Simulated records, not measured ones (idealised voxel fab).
Process module name: voxel spacer lines
The cross-section on display is named cut; it measures 280 nm wide, and its cells are 5 nm squares.
Bands, listed from the top down, are how a cross-section gets written in this document; the cross-section itself is a grid of square cells, and a band is one or more rows of them.
Each band's line starts with the height of the band's top and of its bottom, in nm. Then come its materials from left to right, each with its width in nm. One material with "everywhere" fills the band from edge to edge. "air" is empty space.
For the purposes of this specification, 0 denotes the height below which the wafer in its as-received condition is composed wholly of one material, and the lowermost band, lacking a lower limit, extends downward without end, as expressed in "0..down".
The width entry "30..40" should be interpreted row by row: the top row of cells in the band takes the first number, the bottom row takes the second number, and the change between adjacent rows is uniform throughout.
Basically "remained unchanged" means that step didn't change any cell in the cross-section.
Closed empty spaces (no open way to the top) of 8 cells or more are what "Enclosed void listing" lists, each as width x height at distance from the left edge, nm for all three.
Whatever follows a step's settings on its line is a remark the simulator itself makes about that step.
On any step carrying a mask, the "overlay nm" setting, if present on the step's line, tells how far right of its planned place the mask lay; negative values point to the left.
### The planned process steps are enumerated hereunder
1) RECEIVE,material Si
2) CONFORMAL_DEP,material Al2O3,thk nm 10
3) DIRECTIONAL_DEP,material SiN,thk nm 10
4) DIRECTIONAL_DEP,material aC,thk nm 20
5) PATTERN,tone cover,mask id MANDREL,material resist,width nm 25,pitch nm 70,thk nm 30,overlay nm 0
6) DIRECTIONAL_ETCH,etch materials aC,depth nm 20
7) STRIP,etch materials resist
8) CONFORMAL_DEP,material SiO2,thk nm 10
9) DIRECTIONAL_ETCH,etch materials SiO2,depth nm 10
10) STRIP,etch materials aC
11) DIRECTIONAL_ETCH,etch materials SiN,depth nm 10
12) STRIP,etch materials SiO2
### Received-state cross-section, reflecting completion of step 1
0..down = Si everywhere
Enclosed void listing: none
### First wafer of two, sectioned at end of module; run went per plan
20..10 = 45 of air  10 of SiN  25 of air  10 of SiN  25 of air  10 of SiN  25 of air  10 of SiN  25 of air  10 of SiN  25 of air  10 of SiN  50 of air
10..0 = Al2O3 everywhere
0..down = Si everywhere
Enclosed void listing: none
### The second wafer, shown in cross-section after the module: started the same way as the first and given the same plan, yet one mistake crept into how it was run
10..0 = 45 of air  10 of SiN  25 of air  10 of SiN  25 of air  10 of SiN  25 of air  10 of SiN  25 of air  10 of SiN  25 of air  10 of SiN  50 of air
0..down = Si everywhere
Enclosed void listing: none
What was done differently from what was planned? step 2 of the plan never got run, it was skipped over
Final difference in cells, second wafer against first, listed per material as more or fewer: Al2O3 -112
